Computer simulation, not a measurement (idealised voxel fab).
process module | voxel transistor to metal
cross-section cut | 180 nm wide | cells 5 nm
A cross-section is a grid of square cells, given in bands from the top down. A band is one or more rows of cells.
Each band's line starts with the height of the band's top and of its bottom, in nm. Then come its materials from left to right, each with its width in nm. One material with "throughout" fills the band from edge to edge. "air" is empty space.
Height 0 is the level under which the wafer as received is all one material. The lowest band goes on downwards, as in "0 down".
A width such as "30 to 40" changes by the same amount from each row of cells to the next, from the band's top row to its bottom row.
"no change" after a step means that no cell of the cross-section changed.
closed voids: empty space of 8 cells or more with no open way to the top, each as width x height at its distance from the left edge, in nm
after a step's settings: what the simulator itself notes on the step
overlay nm, on a step with a mask: how far to the right of its planned place the mask lay; to the left if negative
plan
1 op RECEIVE | material Si
2 op OXIDIZE | depth nm 5
3 op CONFORMAL_DEP | material SiN | thk nm 15
4 op PATTERN | tone cover | mask id ACTIVE | material resist | width nm 115 | thk nm 15 | overlay nm 0
5 op DIRECTIONAL_ETCH | etch materials SiN | depth nm 15
6 op DIRECTIONAL_ETCH | etch materials SiO2 | depth nm 5
7 op DIRECTIONAL_ETCH | etch materials Si | depth nm 25
8 op STRIP | etch materials resist
9 op OXIDIZE | depth nm 5
10 op FILL_DEP | material SiO2 | thk nm 15
11 op CMP | height nm 15
12 op SELECTIVE_ETCH | etch materials SiO2 | depth nm 10
13 op STRIP | etch materials SiN
14 op SELECTIVE_ETCH | etch materials SiO2 | depth nm 5
15 op OXIDIZE | depth nm 5
16 op DIRECTIONAL_DEP | material polySi | thk nm 30
17 op DIRECTIONAL_DEP | material SiCN | thk nm 10
18 op PATTERN | tone cover | mask id GATE | material resist | width nm 25 | thk nm 15 | overlay nm 0
19 op DIRECTIONAL_ETCH | etch materials SiCN | depth nm 20
20 op DIRECTIONAL_ETCH | etch materials polySi | depth nm 40
21 op STRIP | etch materials resist
22 op CONFORMAL_DEP | material SiN | thk nm 5
23 op DIRECTIONAL_ETCH | etch materials SiN | depth nm 5
24 op DIRECTIONAL_ETCH | etch materials SiO2 | depth nm 5
25 op DIRECTIONAL_ETCH | etch materials Si | depth nm 10
26 op EPI | material nSi | thk nm 10
27 op FILL_DEP | material SiO2 | thk nm 10
28 op CMP | height nm 25
29 op STRIP | etch materials polySi
30 op SELECTIVE_ETCH | etch materials SiO2 | depth nm 5
31 op CONFORMAL_DEP | material HfO2 | thk nm 5
32 op CONFORMAL_DEP | material TiN | thk nm 5
33 op FILL_DEP | material W | thk nm 5
34 op CMP | height nm 20
35 op DIRECTIONAL_DEP | material SiO2 | thk nm 15
36 op DIRECTIONAL_DEP | material aC | thk nm 15
37 op PATTERN | tone open | mask id CONTACT | material resist | width nm 20 | pitch nm 85 | thk nm 30 | overlay nm 0
38 op DIRECTIONAL_ETCH | etch materials aC | depth nm 15
39 op STRIP | etch materials resist
40 op DIRECTIONAL_ETCH | etch materials SiO2 | depth nm 45
41 op STRIP | etch materials aC
42 op CONFORMAL_DEP | material TiN | thk nm 5
43 op FILL_DEP | material Ru | thk nm 5
44 op CMP | height nm 35
45 op CONFORMAL_DEP | material SiCN | thk nm 5
46 op DIRECTIONAL_DEP | material lowk | thk nm 20
47 op DIRECTIONAL_DEP | material aC | thk nm 15
48 op PATTERN | tone open | mask id METAL_1 | material resist | width nm 20 | pitch nm 85 | thk nm 35 | overlay nm 0
49 op DIRECTIONAL_ETCH | etch materials aC | depth nm 15
50 op STRIP | etch materials resist
51 op DIRECTIONAL_ETCH | etch materials lowk | depth nm 20
52 op DIRECTIONAL_ETCH | etch materials SiCN | depth nm 5
53 op STRIP | etch materials aC
54 op CONFORMAL_DEP | material TiN | thk nm 5
55 op FILL_DEP | material Ru | thk nm 10
56 op CMP | height nm 60
57 op CONFORMAL_DEP | material SiCN | thk nm 5
58 op DIRECTIONAL_DEP | material SiO2 | thk nm 30
59 op MASKED_ETCH | tone open | mask id METAL_2_HOLES | width nm 15 | pitch nm 85 | etch materials SiO2 | depth nm 30 | overlay nm 0
60 op DIRECTIONAL_DEP | material aC | thk nm 10
61 op PATTERN | tone open | mask id METAL_2 | material resist | width nm 20 | pitch nm 85 | thk nm 30 | overlay nm 0
62 op DIRECTIONAL_ETCH | etch materials aC | depth nm 10
63 op STRIP | etch materials resist
64 op DIRECTIONAL_ETCH | etch materials SiO2 | depth nm 15
65 op DIRECTIONAL_ETCH | etch materials SiCN | depth nm 5
66 op STRIP | etch materials aC
67 op CONFORMAL_DEP | material TiN | thk nm 5
68 op FILL_DEP | material Cu | thk nm 10
69 op CMP | height nm 95
70 op CONFORMAL_DEP | material SiCN | thk nm 5
first wafer, as planned
as received, after step 1
  0 down: Si throughout
  closed voids: none
after step 2
  0 to -5: SiO2 throughout
  below -5: unchanged
after step 3
  15 to 0: SiN throughout
  below 0: unchanged
after step 4
  30 to 15: air 30 | resist 115 | air 35
  below 15: unchanged
after step 5
  30 to 15: air 30 | resist 115 | air 35
  15 to 0: air 30 | SiN 115 | air 35
  below 0: unchanged
after step 6
  30 to 15: air 30 | resist 115 | air 35
  15 to 0: air 30 | SiN 115 | air 35
  0 to -5: air 30 | SiO2 115 | air 35
  below -5: unchanged
after step 7
  30 to 15: air 30 | resist 115 | air 35
  15 to 0: air 30 | SiN 115 | air 35
  0 to -5: air 30 | SiO2 115 | air 35
  -5 to -30: air 30 | Si 115 | air 35
  below -30: unchanged
after step 8
  15 to 0: air 30 | SiN 115 | air 35
  below 0: unchanged
after step 9
  15 to 0: air 30 | SiN 115 | air 35
  0 to -5: air 30 | SiO2 115 | air 35
  -5 to -30: air 30 | SiO2 5 | Si 105 | SiO2 5 | air 35
  -30 to -35: SiO2 35 | Si 105 | SiO2 40
  below -35: unchanged
after step 10
  30 to 15: SiO2 throughout
  15 to 0: SiO2 30 | SiN 115 | SiO2 35
  0 to -5: SiO2 throughout
  -5 to -35: SiO2 35 | Si 105 | SiO2 40
  below -35: unchanged
after step 11
  15 to 0: SiO2 30 | SiN 115 | SiO2 35
  below 0: unchanged
after step 12
  15 to 5: air 30 | SiN 115 | air 35
  below 5: unchanged
after step 13
  5 to 0: SiO2 30 | air 115 | SiO2 35
  below 0: unchanged
after step 14
  0 to -5: SiO2 25 | air 125 | SiO2 30
  below -5: unchanged
after step 15
  0 to -5: SiO2 25 | air 125 | SiO2 30
  -5 to -10: SiO2 throughout
  below -10: unchanged
after step 16
  30 to 25: polySi 25 | air 125 | polySi 30
  25 to 0: polySi throughout
  0 to -5: SiO2 25 | polySi 125 | SiO2 30
  below -5: unchanged
after step 17
  40 to 35: SiCN 25 | air 125 | SiCN 30
  35 to 30: SiCN throughout
  30 to 25: polySi 25 | SiCN 125 | polySi 30
  below 25: unchanged
after step 18
  55 to 40: air 75 | resist 25 | air 80
  40 to 35: SiCN 25 | air 50 | resist 25 | air 50 | SiCN 30
  below 35: unchanged
after step 19
  55 to 35: air 75 | resist 25 | air 80
  35 to 30: air 75 | SiCN 25 | air 80
  30 to 25: polySi 25 | air 50 | SiCN 25 | air 50 | polySi 30
  below 25: unchanged
after step 20
  55 to 35: air 75 | resist 25 | air 80
  35 to 25: air 75 | SiCN 25 | air 80
  25 to 0: air 75 | polySi 25 | air 80
  0 to -5: SiO2 25 | air 50 | polySi 25 | air 50 | SiO2 30
  below -5: unchanged
after step 21
  35 to 25: air 75 | SiCN 25 | air 80
  below 25: unchanged
after step 22
  40 to 35: air 70 | SiN 35 | air 75
  35 to 25: air 70 | SiN 5 | SiCN 25 | SiN 5 | air 75
  25 to 5: air 70 | SiN 5 | polySi 25 | SiN 5 | air 75
  5 to 0: SiN 30 | air 40 | SiN 5 | polySi 25 | SiN 5 | air 40 | SiN 35
  0 to -5: SiO2 25 | SiN 50 | polySi 25 | SiN 50 | SiO2 30
  below -5: unchanged
after step 23
  35 to 25: air 70 | SiN 5 | SiCN 25 | SiN 5 | air 75
  25 to 0: air 70 | SiN 5 | polySi 25 | SiN 5 | air 75
  0 to -5: SiO2 25 | SiN 5 | air 40 | SiN 5 | polySi 25 | SiN 5 | air 40 | SiN 5 | SiO2 30
  below -5: unchanged
after step 24
  35 to 25: air 70 | SiN 5 | SiCN 25 | SiN 5 | air 75
  25 to 0: air 70 | SiN 5 | polySi 25 | SiN 5 | air 75
  0 to -5: air 25 | SiN 5 | air 40 | SiN 5 | polySi 25 | SiN 5 | air 40 | SiN 5 | air 30
  -5 to -10: SiO2 30 | air 40 | SiO2 35 | air 40 | SiO2 35
  below -10: unchanged
after step 25
  35 to 25: air 70 | SiN 5 | SiCN 25 | SiN 5 | air 75
  25 to 0: air 70 | SiN 5 | polySi 25 | SiN 5 | air 75
  0 to -5: air 25 | SiN 5 | air 40 | SiN 5 | polySi 25 | SiN 5 | air 40 | SiN 5 | air 30
  -5 to -10: SiO2 30 | air 40 | SiO2 35 | air 40 | SiO2 35
  -10 to -20: SiO2 35 | air 35 | Si 35 | air 35 | SiO2 40
  below -20: unchanged
after step 26
  35 to 25: air 70 | SiN 5 | SiCN 25 | SiN 5 | air 75
  25 to 0: air 70 | SiN 5 | polySi 25 | SiN 5 | air 75
  0 to -5: air 25 | SiN 5 | air 30 | nSi 10 | SiN 5 | polySi 25 | SiN 5 | nSi 10 | air 30 | SiN 5 | air 30
  -5 to -10: SiO2 30 | air 30 | nSi 10 | SiO2 35 | nSi 10 | air 30 | SiO2 35
  -10 to -20: SiO2 35 | nSi 35 | Si 35 | nSi 35 | SiO2 40
  below -20: unchanged
after step 27
  45 to 35: SiO2 throughout
  35 to 25: SiO2 70 | SiN 5 | SiCN 25 | SiN 5 | SiO2 75
  25 to 0: SiO2 70 | SiN 5 | polySi 25 | SiN 5 | SiO2 75
  0 to -5: SiO2 25 | SiN 5 | SiO2 30 | nSi 10 | SiN 5 | polySi 25 | SiN 5 | nSi 10 | SiO2 30 | SiN 5 | SiO2 30
  -5 to -10: SiO2 60 | nSi 10 | SiO2 35 | nSi 10 | SiO2 65
  below -10: unchanged
after step 28
  25 to 0: SiO2 70 | SiN 5 | polySi 25 | SiN 5 | SiO2 75
  below 0: unchanged
after step 29
  25 to 0: SiO2 70 | SiN 5 | air 25 | SiN 5 | SiO2 75
  0 to -5: SiO2 25 | SiN 5 | SiO2 30 | nSi 10 | SiN 5 | air 25 | SiN 5 | nSi 10 | SiO2 30 | SiN 5 | SiO2 30
  below -5: unchanged
after step 30
  25 to 20: air 70 | SiN 5 | air 25 | SiN 5 | air 75
  20 to 0: SiO2 70 | SiN 5 | air 25 | SiN 5 | SiO2 75
  0 to -5: SiO2 25 | SiN 5 | SiO2 30 | nSi 10 | SiN 5 | air 25 | SiN 5 | nSi 10 | SiO2 30 | SiN 5 | SiO2 30
  -5 to -10: SiO2 60 | nSi 10 | air 35 | nSi 10 | SiO2 65
  below -10: unchanged
after step 31
  30 to 25: air 65 | HfO2 15 | air 15 | HfO2 15 | air 70
  25 to 20: HfO2 70 | SiN 5 | HfO2 5 | air 15 | HfO2 5 | SiN 5 | HfO2 75
  20 to 0: SiO2 70 | SiN 5 | HfO2 5 | air 15 | HfO2 5 | SiN 5 | SiO2 75
  0 to -5: SiO2 25 | SiN 5 | SiO2 30 | nSi 10 | SiN 5 | HfO2 5 | air 15 | HfO2 5 | SiN 5 | nSi 10 | SiO2 30 | SiN 5 | SiO2 30
  -5 to -10: SiO2 60 | nSi 10 | HfO2 35 | nSi 10 | SiO2 65
  below -10: unchanged
after step 32
  35 to 30: air 60 | TiN 25 | air 5 | TiN 25 | air 65
  30 to 25: TiN 65 | HfO2 15 | TiN 5 | air 5 | TiN 5 | HfO2 15 | TiN 70
  25 to 20: HfO2 70 | SiN 5 | HfO2 5 | TiN 5 | air 5 | TiN 5 | HfO2 5 | SiN 5 | HfO2 75
  20 to 0: SiO2 70 | SiN 5 | HfO2 5 | TiN 5 | air 5 | TiN 5 | HfO2 5 | SiN 5 | SiO2 75
  0 to -5: SiO2 25 | SiN 5 | SiO2 30 | nSi 10 | SiN 5 | HfO2 5 | TiN 15 | HfO2 5 | SiN 5 | nSi 10 | SiO2 30 | SiN 5 | SiO2 30
  below -5: unchanged
after step 33
  40 to 35: W throughout
  35 to 30: W 60 | TiN 25 | W 5 | TiN 25 | W 65
  30 to 25: TiN 65 | HfO2 15 | TiN 5 | W 5 | TiN 5 | HfO2 15 | TiN 70
  25 to 20: HfO2 70 | SiN 5 | HfO2 5 | TiN 5 | W 5 | TiN 5 | HfO2 5 | SiN 5 | HfO2 75
  20 to 0: SiO2 70 | SiN 5 | HfO2 5 | TiN 5 | W 5 | TiN 5 | HfO2 5 | SiN 5 | SiO2 75
  below 0: unchanged
after step 34
  20 to 0: SiO2 70 | SiN 5 | HfO2 5 | TiN 5 | W 5 | TiN 5 | HfO2 5 | SiN 5 | SiO2 75
  below 0: unchanged
after step 35
  35 to 20: SiO2 throughout
  below 20: unchanged
after step 36
  50 to 35: aC throughout
  below 35: unchanged
after step 37
  80 to 50: resist 35 | air 20 | resist 65 | air 20 | resist 40
  below 50: unchanged
after step 38
  65 to 50: resist 35 | air 20 | resist 65 | air 20 | resist 40
  50 to 35: aC 35 | air 20 | aC 65 | air 20 | aC 40
  below 35: unchanged
after step 39
  50 to 35: aC 35 | air 20 | aC 65 | air 20 | aC 40
  below 35: unchanged
after step 40
  50 to 35: aC 35 | air 20 | aC 65 | air 20 | aC 40
  35 to 20: SiO2 35 | air 20 | SiO2 65 | air 20 | SiO2 40
  20 to 0: SiO2 35 | air 20 | SiO2 15 | SiN 5 | HfO2 5 | TiN 5 | W 5 | TiN 5 | HfO2 5 | SiN 5 | SiO2 15 | air 20 | SiO2 40
  0 to -5: SiO2 25 | SiN 5 | SiO2 5 | air 20 | SiO2 5 | nSi 10 | SiN 5 | HfO2 5 | TiN 15 | HfO2 5 | SiN 5 | nSi 10 | SiO2 5 | air 20 | SiO2 5 | SiN 5 | SiO2 30
  -5 to -10: SiO2 35 | air 20 | SiO2 5 | nSi 10 | HfO2 35 | nSi 10 | SiO2 5 | air 20 | SiO2 40
  below -10: unchanged
after step 41
  35 to 20: SiO2 35 | air 20 | SiO2 65 | air 20 | SiO2 40
  below 20: unchanged
after step 42
  40 to 35: TiN 40 | air 10 | TiN 75 | air 10 | TiN 45
  35 to 20: SiO2 35 | TiN 5 | air 10 | TiN 5 | SiO2 65 | TiN 5 | air 10 | TiN 5 | SiO2 40
  20 to 0: SiO2 35 | TiN 5 | air 10 | TiN 5 | SiO2 15 | SiN 5 | HfO2 5 | TiN 5 | W 5 | TiN 5 | HfO2 5 | SiN 5 | SiO2 15 | TiN 5 | air 10 | TiN 5 | SiO2 40
  0 to -5: SiO2 25 | SiN 5 | SiO2 5 | TiN 5 | air 10 | TiN 5 | SiO2 5 | nSi 10 | SiN 5 | HfO2 5 | TiN 15 | HfO2 5 | SiN 5 | nSi 10 | SiO2 5 | TiN 5 | air 10 | TiN 5 | SiO2 5 | SiN 5 | SiO2 30
  -5 to -10: SiO2 35 | TiN 20 | SiO2 5 | nSi 10 | HfO2 35 | nSi 10 | SiO2 5 | TiN 20 | SiO2 40
  below -10: unchanged
after step 43
  45 to 40: Ru throughout
  40 to 35: TiN 40 | Ru 10 | TiN 75 | Ru 10 | TiN 45
  35 to 20: SiO2 35 | TiN 5 | Ru 10 | TiN 5 | SiO2 65 | TiN 5 | Ru 10 | TiN 5 | SiO2 40
  20 to 0: SiO2 35 | TiN 5 | Ru 10 | TiN 5 | SiO2 15 | SiN 5 | HfO2 5 | TiN 5 | W 5 | TiN 5 | HfO2 5 | SiN 5 | SiO2 15 | TiN 5 | Ru 10 | TiN 5 | SiO2 40
  0 to -5: SiO2 25 | SiN 5 | SiO2 5 | TiN 5 | Ru 10 | TiN 5 | SiO2 5 | nSi 10 | SiN 5 | HfO2 5 | TiN 15 | HfO2 5 | SiN 5 | nSi 10 | SiO2 5 | TiN 5 | Ru 10 | TiN 5 | SiO2 5 | SiN 5 | SiO2 30
  below -5: unchanged
after step 44
  35 to 20: SiO2 35 | TiN 5 | Ru 10 | TiN 5 | SiO2 65 | TiN 5 | Ru 10 | TiN 5 | SiO2 40
  below 20: unchanged
after step 45
  40 to 35: SiCN throughout
  below 35: unchanged
after step 46
  60 to 40: lowk throughout
  below 40: unchanged
after step 47
  75 to 60: aC throughout
  below 60: unchanged
after step 48
  110 to 75: resist 35 | air 20 | resist 65 | air 20 | resist 40
  below 75: unchanged
after step 49
  95 to 75: resist 35 | air 20 | resist 65 | air 20 | resist 40
  75 to 60: aC 35 | air 20 | aC 65 | air 20 | aC 40
  below 60: unchanged
after step 50
  75 to 60: aC 35 | air 20 | aC 65 | air 20 | aC 40
  below 60: unchanged
after step 51
  75 to 60: aC 35 | air 20 | aC 65 | air 20 | aC 40
  60 to 40: lowk 35 | air 20 | lowk 65 | air 20 | lowk 40
  below 40: unchanged
after step 52
  75 to 60: aC 35 | air 20 | aC 65 | air 20 | aC 40
  60 to 40: lowk 35 | air 20 | lowk 65 | air 20 | lowk 40
  40 to 35: SiCN 35 | air 20 | SiCN 65 | air 20 | SiCN 40
  below 35: unchanged
after step 53
  60 to 40: lowk 35 | air 20 | lowk 65 | air 20 | lowk 40
  below 40: unchanged
after step 54
  65 to 60: TiN 40 | air 10 | TiN 75 | air 10 | TiN 45
  60 to 40: lowk 35 | TiN 5 | air 10 | TiN 5 | lowk 65 | TiN 5 | air 10 | TiN 5 | lowk 40
  40 to 35: SiCN 35 | TiN 20 | SiCN 65 | TiN 20 | SiCN 40
  below 35: unchanged
after step 55
  75 to 65: Ru throughout
  65 to 60: TiN 40 | Ru 10 | TiN 75 | Ru 10 | TiN 45
  60 to 40: lowk 35 | TiN 5 | Ru 10 | TiN 5 | lowk 65 | TiN 5 | Ru 10 | TiN 5 | lowk 40
  below 40: unchanged
after step 56
  60 to 40: lowk 35 | TiN 5 | Ru 10 | TiN 5 | lowk 65 | TiN 5 | Ru 10 | TiN 5 | lowk 40
  below 40: unchanged
after step 57
  65 to 60: SiCN throughout
  below 60: unchanged
after step 58
  95 to 65: SiO2 throughout
  below 65: unchanged
after step 59
  95 to 65: SiO2 35 | air 15 | SiO2 70 | air 15 | SiO2 45
  below 65: unchanged
after step 60
  105 to 95: aC 35 | air 15 | aC 70 | air 15 | aC 45
  95 to 75: SiO2 35 | air 15 | SiO2 70 | air 15 | SiO2 45
  75 to 65: SiO2 35 | aC 15 | SiO2 70 | aC 15 | SiO2 45
  below 65: unchanged
after step 61
  135 to 105: resist 35 | air 20 | resist 65 | air 20 | resist 40
  below 105: unchanged
after step 62
  125 to 105: resist 35 | air 20 | resist 65 | air 20 | resist 40
  105 to 95: aC 35 | air 20 | aC 65 | air 20 | aC 40
  95 to 65: SiO2 35 | air 15 | SiO2 70 | air 15 | SiO2 45
  below 65: unchanged
after step 63
  105 to 95: aC 35 | air 20 | aC 65 | air 20 | aC 40
  below 95: unchanged
after step 64
  105 to 95: aC 35 | air 20 | aC 65 | air 20 | aC 40
  95 to 80: SiO2 35 | air 20 | SiO2 65 | air 20 | SiO2 40
  below 80: unchanged
after step 65
  105 to 95: aC 35 | air 20 | aC 65 | air 20 | aC 40
  95 to 80: SiO2 35 | air 20 | SiO2 65 | air 20 | SiO2 40
  80 to 65: SiO2 35 | air 15 | SiO2 70 | air 15 | SiO2 45
  65 to 60: SiCN 35 | air 15 | SiCN 70 | air 15 | SiCN 45
  below 60: unchanged
after step 66
  95 to 80: SiO2 35 | air 20 | SiO2 65 | air 20 | SiO2 40
  below 80: unchanged
after step 67
  100 to 95: TiN 40 | air 10 | TiN 75 | air 10 | TiN 45
  95 to 85: SiO2 35 | TiN 5 | air 10 | TiN 5 | SiO2 65 | TiN 5 | air 10 | TiN 5 | SiO2 40
  85 to 80: SiO2 35 | TiN 5 | air 5 | TiN 10 | SiO2 65 | TiN 5 | air 5 | TiN 10 | SiO2 40
  80 to 65: SiO2 35 | TiN 5 | air 5 | TiN 5 | SiO2 70 | TiN 5 | air 5 | TiN 5 | SiO2 45
  65 to 60: SiCN 35 | TiN 15 | SiCN 70 | TiN 15 | SiCN 45
  below 60: unchanged
after step 68
  110 to 100: Cu throughout
  100 to 95: TiN 40 | Cu 10 | TiN 75 | Cu 10 | TiN 45
  95 to 85: SiO2 35 | TiN 5 | Cu 10 | TiN 5 | SiO2 65 | TiN 5 | Cu 10 | TiN 5 | SiO2 40
  85 to 80: SiO2 35 | TiN 5 | Cu 5 | TiN 10 | SiO2 65 | TiN 5 | Cu 5 | TiN 10 | SiO2 40
  80 to 65: SiO2 35 | TiN 5 | Cu 5 | TiN 5 | SiO2 70 | TiN 5 | Cu 5 | TiN 5 | SiO2 45
  below 65: unchanged
after step 69
  95 to 85: SiO2 35 | TiN 5 | Cu 10 | TiN 5 | SiO2 65 | TiN 5 | Cu 10 | TiN 5 | SiO2 40
  below 85: unchanged
after step 70
  100 to 95: SiCN throughout
  below 95: unchanged
second wafer: like start, like plan, one mistake. Through step 36 it matches the first wafer
when step 37 should have ended
  80 to 50: air 35 | resist 20 | air 65 | resist 20 | air 40
  below 50: unchanged
when step 38 should have ended
  65 to 50: air 35 | resist 20 | air 65 | resist 20 | air 40
  50 to 35: air 35 | aC 20 | air 65 | aC 20 | air 40
  below 35: unchanged
when step 39 should have ended
  50 to 35: air 35 | aC 20 | air 65 | aC 20 | air 40
  below 35: unchanged
when step 40 should have ended
  50 to 35: air 35 | aC 20 | air 65 | aC 20 | air 40
  35 to 20: air 35 | SiO2 20 | air 65 | SiO2 20 | air 40
  20 to 0: air 35 | SiO2 20 | air 15 | SiN 5 | HfO2 5 | TiN 5 | W 5 | TiN 5 | HfO2 5 | SiN 5 | air 15 | SiO2 20 | air 40
  0 to -5: air 25 | SiN 5 | air 5 | SiO2 20 | air 5 | nSi 10 | SiN 5 | HfO2 5 | TiN 15 | HfO2 5 | SiN 5 | nSi 10 | air 5 | SiO2 20 | air 5 | SiN 5 | air 30
  -5 to -10: air 25 | SiO2 5 | air 5 | SiO2 20 | air 5 | nSi 10 | HfO2 35 | nSi 10 | air 5 | SiO2 20 | air 5 | SiO2 5 | air 30
  below -10: unchanged
when step 41 should have ended
  35 to 20: air 35 | SiO2 20 | air 65 | SiO2 20 | air 40
  below 20: unchanged
when step 42 should have ended
  40 to 35: air 30 | TiN 30 | air 55 | TiN 30 | air 35
  35 to 25: air 30 | TiN 5 | SiO2 20 | TiN 5 | air 55 | TiN 5 | SiO2 20 | TiN 5 | air 35
  25 to 20: air 30 | TiN 5 | SiO2 20 | TiN 5 | air 5 | TiN 45 | air 5 | TiN 5 | SiO2 20 | TiN 5 | air 35
  20 to 5: air 30 | TiN 5 | SiO2 20 | TiN 5 | air 5 | TiN 5 | SiN 5 | HfO2 5 | TiN 5 | W 5 | TiN 5 | HfO2 5 | SiN 5 | TiN 5 | air 5 | TiN 5 | SiO2 20 | TiN 5 | air 35
  5 to 0: air 20 | TiN 15 | SiO2 20 | TiN 15 | SiN 5 | HfO2 5 | TiN 5 | W 5 | TiN 5 | HfO2 5 | SiN 5 | TiN 15 | SiO2 20 | TiN 15 | air 25
  0 to -5: air 20 | TiN 5 | SiN 5 | TiN 5 | SiO2 20 | TiN 5 | nSi 10 | SiN 5 | HfO2 5 | TiN 15 | HfO2 5 | SiN 5 | nSi 10 | TiN 5 | SiO2 20 | TiN 5 | SiN 5 | TiN 5 | air 25
  -5 to -10: TiN 25 | SiO2 5 | TiN 5 | SiO2 20 | TiN 5 | nSi 10 | HfO2 35 | nSi 10 | TiN 5 | SiO2 20 | TiN 5 | SiO2 5 | TiN 30
  below -10: unchanged
when step 43 should have ended
  45 to 40: Ru throughout
  40 to 35: Ru 30 | TiN 30 | Ru 55 | TiN 30 | Ru 35
  35 to 25: Ru 30 | TiN 5 | SiO2 20 | TiN 5 | Ru 55 | TiN 5 | SiO2 20 | TiN 5 | Ru 35
  25 to 20: Ru 30 | TiN 5 | SiO2 20 | TiN 5 | Ru 5 | TiN 45 | Ru 5 | TiN 5 | SiO2 20 | TiN 5 | Ru 35
  20 to 5: Ru 30 | TiN 5 | SiO2 20 | TiN 5 | Ru 5 | TiN 5 | SiN 5 | HfO2 5 | TiN 5 | W 5 | TiN 5 | HfO2 5 | SiN 5 | TiN 5 | Ru 5 | TiN 5 | SiO2 20 | TiN 5 | Ru 35
  5 to 0: Ru 20 | TiN 15 | SiO2 20 | TiN 15 | SiN 5 | HfO2 5 | TiN 5 | W 5 | TiN 5 | HfO2 5 | SiN 5 | TiN 15 | SiO2 20 | TiN 15 | Ru 25
  0 to -5: Ru 20 | TiN 5 | SiN 5 | TiN 5 | SiO2 20 | TiN 5 | nSi 10 | SiN 5 | HfO2 5 | TiN 15 | HfO2 5 | SiN 5 | nSi 10 | TiN 5 | SiO2 20 | TiN 5 | SiN 5 | TiN 5 | Ru 25
  below -5: unchanged
when step 44 should have ended
  35 to 25: Ru 30 | TiN 5 | SiO2 20 | TiN 5 | Ru 55 | TiN 5 | SiO2 20 | TiN 5 | Ru 35
  below 25: unchanged
when step 45 should have ended
  40 to 35: SiCN throughout
  below 35: unchanged
when step 46 should have ended
  60 to 40: lowk throughout
  below 40: unchanged
when step 47 should have ended
  75 to 60: aC throughout
  below 60: unchanged
when step 48 should have ended
  110 to 75: resist 35 | air 20 | resist 65 | air 20 | resist 40
  below 75: unchanged
when step 49 should have ended
  95 to 75: resist 35 | air 20 | resist 65 | air 20 | resist 40
  75 to 60: aC 35 | air 20 | aC 65 | air 20 | aC 40
  below 60: unchanged
when step 50 should have ended
  75 to 60: aC 35 | air 20 | aC 65 | air 20 | aC 40
  below 60: unchanged
when step 51 should have ended
  75 to 60: aC 35 | air 20 | aC 65 | air 20 | aC 40
  60 to 40: lowk 35 | air 20 | lowk 65 | air 20 | lowk 40
  below 40: unchanged
when step 52 should have ended
  75 to 60: aC 35 | air 20 | aC 65 | air 20 | aC 40
  60 to 40: lowk 35 | air 20 | lowk 65 | air 20 | lowk 40
  40 to 35: SiCN 35 | air 20 | SiCN 65 | air 20 | SiCN 40
  below 35: unchanged
when step 53 should have ended
  60 to 40: lowk 35 | air 20 | lowk 65 | air 20 | lowk 40
  below 40: unchanged
when step 54 should have ended
  65 to 60: TiN 40 | air 10 | TiN 75 | air 10 | TiN 45
  60 to 40: lowk 35 | TiN 5 | air 10 | TiN 5 | lowk 65 | TiN 5 | air 10 | TiN 5 | lowk 40
  40 to 35: SiCN 35 | TiN 20 | SiCN 65 | TiN 20 | SiCN 40
  below 35: unchanged
when step 55 should have ended
  75 to 65: Ru throughout
  65 to 60: TiN 40 | Ru 10 | TiN 75 | Ru 10 | TiN 45
  60 to 40: lowk 35 | TiN 5 | Ru 10 | TiN 5 | lowk 65 | TiN 5 | Ru 10 | TiN 5 | lowk 40
  below 40: unchanged
when step 56 should have ended
  60 to 40: lowk 35 | TiN 5 | Ru 10 | TiN 5 | lowk 65 | TiN 5 | Ru 10 | TiN 5 | lowk 40
  below 40: unchanged
when step 57 should have ended
  65 to 60: SiCN throughout
  below 60: unchanged
when step 58 should have ended
  95 to 65: SiO2 throughout
  below 65: unchanged
when step 59 should have ended
  95 to 65: SiO2 35 | air 15 | SiO2 70 | air 15 | SiO2 45
  below 65: unchanged
when step 60 should have ended
  105 to 95: aC 35 | air 15 | aC 70 | air 15 | aC 45
  95 to 75: SiO2 35 | air 15 | SiO2 70 | air 15 | SiO2 45
  75 to 65: SiO2 35 | aC 15 | SiO2 70 | aC 15 | SiO2 45
  below 65: unchanged
when step 61 should have ended
  135 to 105: resist 35 | air 20 | resist 65 | air 20 | resist 40
  below 105: unchanged
when step 62 should have ended
  125 to 105: resist 35 | air 20 | resist 65 | air 20 | resist 40
  105 to 95: aC 35 | air 20 | aC 65 | air 20 | aC 40
  95 to 65: SiO2 35 | air 15 | SiO2 70 | air 15 | SiO2 45
  below 65: unchanged
when step 63 should have ended
  105 to 95: aC 35 | air 20 | aC 65 | air 20 | aC 40
  below 95: unchanged
when step 64 should have ended
  105 to 95: aC 35 | air 20 | aC 65 | air 20 | aC 40
  95 to 80: SiO2 35 | air 20 | SiO2 65 | air 20 | SiO2 40
  below 80: unchanged
when step 65 should have ended
  105 to 95: aC 35 | air 20 | aC 65 | air 20 | aC 40
  95 to 80: SiO2 35 | air 20 | SiO2 65 | air 20 | SiO2 40
  80 to 65: SiO2 35 | air 15 | SiO2 70 | air 15 | SiO2 45
  65 to 60: SiCN 35 | air 15 | SiCN 70 | air 15 | SiCN 45
  below 60: unchanged
when step 66 should have ended
  95 to 80: SiO2 35 | air 20 | SiO2 65 | air 20 | SiO2 40
  below 80: unchanged
when step 67 should have ended
  100 to 95: TiN 40 | air 10 | TiN 75 | air 10 | TiN 45
  95 to 85: SiO2 35 | TiN 5 | air 10 | TiN 5 | SiO2 65 | TiN 5 | air 10 | TiN 5 | SiO2 40
  85 to 80: SiO2 35 | TiN 5 | air 5 | TiN 10 | SiO2 65 | TiN 5 | air 5 | TiN 10 | SiO2 40
  80 to 65: SiO2 35 | TiN 5 | air 5 | TiN 5 | SiO2 70 | TiN 5 | air 5 | TiN 5 | SiO2 45
  65 to 60: SiCN 35 | TiN 15 | SiCN 70 | TiN 15 | SiCN 45
  below 60: unchanged
when step 68 should have ended
  110 to 100: Cu throughout
  100 to 95: TiN 40 | Cu 10 | TiN 75 | Cu 10 | TiN 45
  95 to 85: SiO2 35 | TiN 5 | Cu 10 | TiN 5 | SiO2 65 | TiN 5 | Cu 10 | TiN 5 | SiO2 40
  85 to 80: SiO2 35 | TiN 5 | Cu 5 | TiN 10 | SiO2 65 | TiN 5 | Cu 5 | TiN 10 | SiO2 40
  80 to 65: SiO2 35 | TiN 5 | Cu 5 | TiN 5 | SiO2 70 | TiN 5 | Cu 5 | TiN 5 | SiO2 45
  below 65: unchanged
when step 69 should have ended
  95 to 85: SiO2 35 | TiN 5 | Cu 10 | TiN 5 | SiO2 65 | TiN 5 | Cu 10 | TiN 5 | SiO2 40
  below 85: unchanged
when step 70 should have ended
  100 to 95: SiCN throughout
  below 95: unchanged
what went wrong: step 37 ran as: op PATTERN | tone cover | mask id CONTACT | material resist | width nm 20 | pitch nm 85 | thk nm 30 | overlay nm 0
at the end the second wafer has, in cells: 94 more of Ru | 126 fewer of SiO2 | 32 more of TiN
